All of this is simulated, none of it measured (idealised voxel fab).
Process module in this document: voxel capacitor over wiring
Cross-section cut spans 230 nm and uses square cells 5 nm in size.
Cross-section format: a grid of square cells, given as bands from top to bottom; each band is one or more rows of cells.
This entry defines a band. It first specifies the height of the band's top and the height of its bottom in nm, and then specifies the band's materials from left to right, stating each material with its width in nm. The word "throughout" identifies a single material that fills the band from edge to edge, while the word "blank" identifies empty space.
Beneath 0, the wafer as received is one material, and that level is where height counting begins. The lowest band goes on downward without a bottom; it is written like "0 and below".
Width "30->40": first value at the band's top row of cells, second value at its bottom row, equal change from row to row.
Basically "changes: none" means that step didn't change any cell in the cross-section.
"closed voids" enumerates empty spaces isolated from the top, with no open way to it, that contain at least 8 cells, giving each as width x height at distance from the left edge, all three in nm.
Note: text after step settings on the step line = simulator remark on that step.
Each step line may optionally specify "overlay nm", which for a step with a mask gives the rightward distance between the mask's planned place and where it lay, a negative value indicating the leftward direction.

THIS SECTION LISTS THE PROCESS STEPS THAT WERE PLANNED
1: RECEIVE,material Si
2: CONFORMAL_DEP,material SiO2,thk nm 15
3: CONFORMAL_DEP,material SiCN,thk nm 5
4: DIRECTIONAL_DEP,material lowk,thk nm 25
5: DIRECTIONAL_DEP,material aC,thk nm 15
6: PATTERN,tone open,mask id METAL_1,material resist,width nm 25,pitch nm 95,thk nm 35,overlay nm 0
7: DIRECTIONAL_ETCH,etch materials aC,depth nm 15
8: STRIP,etch materials resist
9: DIRECTIONAL_ETCH,etch materials lowk,depth nm 25
10: DIRECTIONAL_ETCH,etch materials SiCN,depth nm 5
11: STRIP,etch materials aC
12: CONFORMAL_DEP,material TiN,thk nm 5
13: FILL_DEP,material Ru,thk nm 5
14: CMP,height nm 45
15: CONFORMAL_DEP,material SiCN,thk nm 5
16: DIRECTIONAL_DEP,material lowk,thk nm 15
17: DIRECTIONAL_DEP,material aC,thk nm 15
18: PATTERN,tone open,mask id PLUG_1,material resist,width nm 15,thk nm 30,overlay nm 0
19: DIRECTIONAL_ETCH,etch materials aC,depth nm 15
20: STRIP,etch materials resist
21: DIRECTIONAL_ETCH,etch materials lowk,depth nm 15
22: DIRECTIONAL_ETCH,etch materials SiCN,depth nm 5
23: STRIP,etch materials aC
24: CONFORMAL_DEP,material TiN,thk nm 5
25: FILL_DEP,material W,thk nm 5
26: CMP,height nm 65
27: DIRECTIONAL_DEP,material TiN,thk nm 5
28: DIRECTIONAL_DEP,material Al2O3,thk nm 5
29: DIRECTIONAL_DEP,material TiN,thk nm 5
30: DIRECTIONAL_DEP,material aC,thk nm 10
31: PATTERN,tone cover,mask id UPPER_PLATE,material resist,width nm 75,thk nm 30,overlay nm 0
32: DIRECTIONAL_ETCH,etch materials aC,depth nm 10
33: STRIP,etch materials resist
34: DIRECTIONAL_ETCH,etch materials TiN,depth nm 5
35: DIRECTIONAL_ETCH,etch materials Al2O3,depth nm 5
36: STRIP,etch materials aC
37: MASKED_ETCH,tone cover,mask id LOWER_PLATE,width nm 85,etch materials TiN,depth nm 5,overlay nm 0
38: FILL_DEP,material SiO2,thk nm 20
39: CMP,height nm 95
40: PATTERN,tone open,mask id PLUG_2,material resist,width nm 15,thk nm 15,overlay nm 0
41: DIRECTIONAL_ETCH,etch materials SiO2,depth nm 15
42: STRIP,etch materials resist
43: CONFORMAL_DEP,material TiN,thk nm 5
44: FILL_DEP,material Cu,thk nm 5
45: CMP,height nm 95
46: CONFORMAL_DEP,material SiCN,thk nm 5

FIRST WAFER OUT OF TWO, PROCESSED AS PLANNED

SHOWN IN CROSS-SECTION IS THE WAFER AS RECEIVED, THAT IS, AS IT STANDS AFTER STEP 1
> 0 and below  Si throughout
> closed voids: none

YOU'RE LOOKING AT A CROSS-SECTION OF THE WAFER AFTER STEP 2
> 15 down to 0  SiO2 throughout
> Heights below 0 show no change.

YOU'RE LOOKING AT A CROSS-SECTION OF THE WAFER AFTER STEP 3
> 20 down to 15  SiCN throughout
> Heights below 15 show no change.

YOU'RE LOOKING AT A CROSS-SECTION OF THE WAFER AFTER STEP 4
> 45 down to 20  lowk throughout
> Heights below 20 show no change.

YOU'RE LOOKING AT A CROSS-SECTION OF THE WAFER AFTER STEP 5
> 60 down to 45  aC throughout
> Heights below 45 show no change.

YOU'RE LOOKING AT A CROSS-SECTION OF THE WAFER AFTER STEP 6
> 95 down to 60  55 nm resist | 25 nm blank | 70 nm resist | 25 nm blank | 55 nm resist
> Heights below 60 show no change.

YOU'RE LOOKING AT A CROSS-SECTION OF THE WAFER AFTER STEP 7
> 80 down to 60  55 nm resist | 25 nm blank | 70 nm resist | 25 nm blank | 55 nm resist
> 60 down to 45  55 nm aC | 25 nm blank | 70 nm aC | 25 nm blank | 55 nm aC
> Heights below 45 show no change.

YOU'RE LOOKING AT A CROSS-SECTION OF THE WAFER AFTER STEP 8
> 60 down to 45  55 nm aC | 25 nm blank | 70 nm aC | 25 nm blank | 55 nm aC
> Heights below 45 show no change.

YOU'RE LOOKING AT A CROSS-SECTION OF THE WAFER AFTER STEP 9
> 60 down to 45  55 nm aC | 25 nm blank | 70 nm aC | 25 nm blank | 55 nm aC
> 45 down to 20  55 nm lowk | 25 nm blank | 70 nm lowk | 25 nm blank | 55 nm lowk
> Heights below 20 show no change.

YOU'RE LOOKING AT A CROSS-SECTION OF THE WAFER AFTER STEP 10
> 60 down to 45  55 nm aC | 25 nm blank | 70 nm aC | 25 nm blank | 55 nm aC
> 45 down to 20  55 nm lowk | 25 nm blank | 70 nm lowk | 25 nm blank | 55 nm lowk
> 20 down to 15  55 nm SiCN | 25 nm blank | 70 nm SiCN | 25 nm blank | 55 nm SiCN
> Heights below 15 show no change.

YOU'RE LOOKING AT A CROSS-SECTION OF THE WAFER AFTER STEP 11
> 45 down to 20  55 nm lowk | 25 nm blank | 70 nm lowk | 25 nm blank | 55 nm lowk
> Heights below 20 show no change.

YOU'RE LOOKING AT A CROSS-SECTION OF THE WAFER AFTER STEP 12
> 50 down to 45  60 nm TiN | 15 nm blank | 80 nm TiN | 15 nm blank | 60 nm TiN
> 45 down to 20  55 nm lowk | 5 nm TiN | 15 nm blank | 5 nm TiN | 70 nm lowk | 5 nm TiN | 15 nm blank | 5 nm TiN | 55 nm lowk
> 20 down to 15  55 nm SiCN | 25 nm TiN | 70 nm SiCN | 25 nm TiN | 55 nm SiCN
> Heights below 15 show no change.

YOU'RE LOOKING AT A CROSS-SECTION OF THE WAFER AFTER STEP 13
> 55 down to 50  Ru throughout
> 50 down to 45  60 nm TiN | 15 nm Ru | 80 nm TiN | 15 nm Ru | 60 nm TiN
> 45 down to 20  55 nm lowk | 5 nm TiN | 15 nm Ru | 5 nm TiN | 70 nm lowk | 5 nm TiN | 15 nm Ru | 5 nm TiN | 55 nm lowk
> Heights below 20 show no change.

YOU'RE LOOKING AT A CROSS-SECTION OF THE WAFER AFTER STEP 14
> 45 down to 20  55 nm lowk | 5 nm TiN | 15 nm Ru | 5 nm TiN | 70 nm lowk | 5 nm TiN | 15 nm Ru | 5 nm TiN | 55 nm lowk
> Heights below 20 show no change.

YOU'RE LOOKING AT A CROSS-SECTION OF THE WAFER AFTER STEP 15
> 50 down to 45  SiCN throughout
> Heights below 45 show no change.

YOU'RE LOOKING AT A CROSS-SECTION OF THE WAFER AFTER STEP 16
> 65 down to 50  lowk throughout
> Heights below 50 show no change.

YOU'RE LOOKING AT A CROSS-SECTION OF THE WAFER AFTER STEP 17
> 80 down to 65  aC throughout
> Heights below 65 show no change.

YOU'RE LOOKING AT A CROSS-SECTION OF THE WAFER AFTER STEP 18
> 110 down to 80  65 nm resist | 15 nm blank | 150 nm resist
> Heights below 80 show no change.

YOU'RE LOOKING AT A CROSS-SECTION OF THE WAFER AFTER STEP 19
> 95 down to 80  65 nm resist | 15 nm blank | 150 nm resist
> 80 down to 65  65 nm aC | 15 nm blank | 150 nm aC
> Heights below 65 show no change.

YOU'RE LOOKING AT A CROSS-SECTION OF THE WAFER AFTER STEP 20
> 80 down to 65  65 nm aC | 15 nm blank | 150 nm aC
> Heights below 65 show no change.

YOU'RE LOOKING AT A CROSS-SECTION OF THE WAFER AFTER STEP 21
> 80 down to 65  65 nm aC | 15 nm blank | 150 nm aC
> 65 down to 50  65 nm lowk | 15 nm blank | 150 nm lowk
> Heights below 50 show no change.

YOU'RE LOOKING AT A CROSS-SECTION OF THE WAFER AFTER STEP 22
> 80 down to 65  65 nm aC | 15 nm blank | 150 nm aC
> 65 down to 50  65 nm lowk | 15 nm blank | 150 nm lowk
> 50 down to 45  65 nm SiCN | 15 nm blank | 150 nm SiCN
> Heights below 45 show no change.

YOU'RE LOOKING AT A CROSS-SECTION OF THE WAFER AFTER STEP 23
> 65 down to 50  65 nm lowk | 15 nm blank | 150 nm lowk
> Heights below 50 show no change.

YOU'RE LOOKING AT A CROSS-SECTION OF THE WAFER AFTER STEP 24
> 70 down to 65  70 nm TiN | 5 nm blank | 155 nm TiN
> 65 down to 50  65 nm lowk | 5 nm TiN | 5 nm blank | 5 nm TiN | 150 nm lowk
> 50 down to 45  65 nm SiCN | 15 nm TiN | 150 nm SiCN
> Heights below 45 show no change.

YOU'RE LOOKING AT A CROSS-SECTION OF THE WAFER AFTER STEP 25
> 75 down to 70  W throughout
> 70 down to 65  70 nm TiN | 5 nm W | 155 nm TiN
> 65 down to 50  65 nm lowk | 5 nm TiN | 5 nm W | 5 nm TiN | 150 nm lowk
> Heights below 50 show no change.

YOU'RE LOOKING AT A CROSS-SECTION OF THE WAFER AFTER STEP 26
> 65 down to 50  65 nm lowk | 5 nm TiN | 5 nm W | 5 nm TiN | 150 nm lowk
> Heights below 50 show no change.

YOU'RE LOOKING AT A CROSS-SECTION OF THE WAFER AFTER STEP 27
> 70 down to 65  TiN throughout
> Heights below 65 show no change.

YOU'RE LOOKING AT A CROSS-SECTION OF THE WAFER AFTER STEP 28
> 75 down to 70  Al2O3 throughout
> Heights below 70 show no change.

YOU'RE LOOKING AT A CROSS-SECTION OF THE WAFER AFTER STEP 29
> 80 down to 75  TiN throughout
> Heights below 75 show no change.

YOU'RE LOOKING AT A CROSS-SECTION OF THE WAFER AFTER STEP 30
> 90 down to 80  aC throughout
> Heights below 80 show no change.

YOU'RE LOOKING AT A CROSS-SECTION OF THE WAFER AFTER STEP 31
> 120 down to 90  65 nm blank | 75 nm resist | 90 nm blank
> Heights below 90 show no change.

YOU'RE LOOKING AT A CROSS-SECTION OF THE WAFER AFTER STEP 32
> 110 down to 90  65 nm blank | 75 nm resist | 90 nm blank
> 90 down to 80  65 nm blank | 75 nm aC | 90 nm blank
> Heights below 80 show no change.

YOU'RE LOOKING AT A CROSS-SECTION OF THE WAFER AFTER STEP 33
> 90 down to 80  65 nm blank | 75 nm aC | 90 nm blank
> Heights below 80 show no change.

YOU'RE LOOKING AT A CROSS-SECTION OF THE WAFER AFTER STEP 34
> 90 down to 80  65 nm blank | 75 nm aC | 90 nm blank
> 80 down to 75  65 nm blank | 75 nm TiN | 90 nm blank
> Heights below 75 show no change.

YOU'RE LOOKING AT A CROSS-SECTION OF THE WAFER AFTER STEP 35
> 90 down to 80  65 nm blank | 75 nm aC | 90 nm blank
> 80 down to 75  65 nm blank | 75 nm TiN | 90 nm blank
> 75 down to 70  65 nm blank | 75 nm Al2O3 | 90 nm blank
> Heights below 70 show no change.

YOU'RE LOOKING AT A CROSS-SECTION OF THE WAFER AFTER STEP 36
> 80 down to 75  65 nm blank | 75 nm TiN | 90 nm blank
> Heights below 75 show no change.

YOU'RE LOOKING AT A CROSS-SECTION OF THE WAFER AFTER STEP 37
> 80 down to 75  65 nm blank | 75 nm TiN | 90 nm blank
> 75 down to 70  65 nm blank | 75 nm Al2O3 | 90 nm blank
> 70 down to 65  60 nm blank | 85 nm TiN | 85 nm blank
> Heights below 65 show no change.

YOU'RE LOOKING AT A CROSS-SECTION OF THE WAFER AFTER STEP 38
> 100 down to 80  SiO2 throughout
> 80 down to 75  65 nm SiO2 | 75 nm TiN | 90 nm SiO2
> 75 down to 70  65 nm SiO2 | 75 nm Al2O3 | 90 nm SiO2
> 70 down to 65  60 nm SiO2 | 85 nm TiN | 85 nm SiO2
> Heights below 65 show no change.

YOU'RE LOOKING AT A CROSS-SECTION OF THE WAFER AFTER STEP 39
> 95 down to 80  SiO2 throughout
> Heights below 80 show no change.

YOU'RE LOOKING AT A CROSS-SECTION OF THE WAFER AFTER STEP 40
> 110 down to 95  75 nm resist | 15 nm blank | 140 nm resist
> Heights below 95 show no change.

YOU'RE LOOKING AT A CROSS-SECTION OF THE WAFER AFTER STEP 41
> 110 down to 95  75 nm resist | 15 nm blank | 140 nm resist
> 95 down to 80  75 nm SiO2 | 15 nm blank | 140 nm SiO2
> Heights below 80 show no change.

YOU'RE LOOKING AT A CROSS-SECTION OF THE WAFER AFTER STEP 42
> 95 down to 80  75 nm SiO2 | 15 nm blank | 140 nm SiO2
> Heights below 80 show no change.

YOU'RE LOOKING AT A CROSS-SECTION OF THE WAFER AFTER STEP 43
> 100 down to 95  80 nm TiN | 5 nm blank | 145 nm TiN
> 95 down to 85  75 nm SiO2 | 5 nm TiN | 5 nm blank | 5 nm TiN | 140 nm SiO2
> 85 down to 75  75->65 nm SiO2 | 15->75 nm TiN | 140->90 nm SiO2
> Heights below 75 show no change.

YOU'RE LOOKING AT A CROSS-SECTION OF THE WAFER AFTER STEP 44
> 105 down to 100  Cu throughout
> 100 down to 95  80 nm TiN | 5 nm Cu | 145 nm TiN
> 95 down to 85  75 nm SiO2 | 5 nm TiN | 5 nm Cu | 5 nm TiN | 140 nm SiO2
> Heights below 85 show no change.

YOU'RE LOOKING AT A CROSS-SECTION OF THE WAFER AFTER STEP 45
> 95 down to 85  75 nm SiO2 | 5 nm TiN | 5 nm Cu | 5 nm TiN | 140 nm SiO2
> Heights below 85 show no change.

YOU'RE LOOKING AT A CROSS-SECTION OF THE WAFER AFTER STEP 46
> 100 down to 95  SiCN throughout
> Heights below 95 show no change.

OKAY, SECOND WAFER. NOTHING DIFFERENT AT THE START, NOTHING DIFFERENT IN THE PLAN, JUST ONE MISTAKE SOMEWHERE IN THE RUNNING. AS FAR AS STEP 44, COUNTING THAT STEP, IT'S THE FIRST WAFER ALL OVER AGAIN

HERE IS THE SECOND WAFER IN CROSS-SECTION AT THE POINT WHERE STEP 45 OF THE PLAN SHOULD HAVE BEEN DONE
> 100 down to 95  80 nm TiN | 5 nm Cu | 145 nm TiN
> Heights below 95 show no change.

HERE IS THE SECOND WAFER IN CROSS-SECTION AT THE POINT WHERE STEP 46 OF THE PLAN SHOULD HAVE BEEN DONE
> 105 down to 100  SiCN throughout
> Heights below 100 show no change.
Short version of what went wrong: the process deviated at step 45: the operation and settings actually run there were CMP,height nm 100
Wafer comparison, final, in cells, second relative to first, materials more or fewer: Cu: 1 more; TiN: 45 more
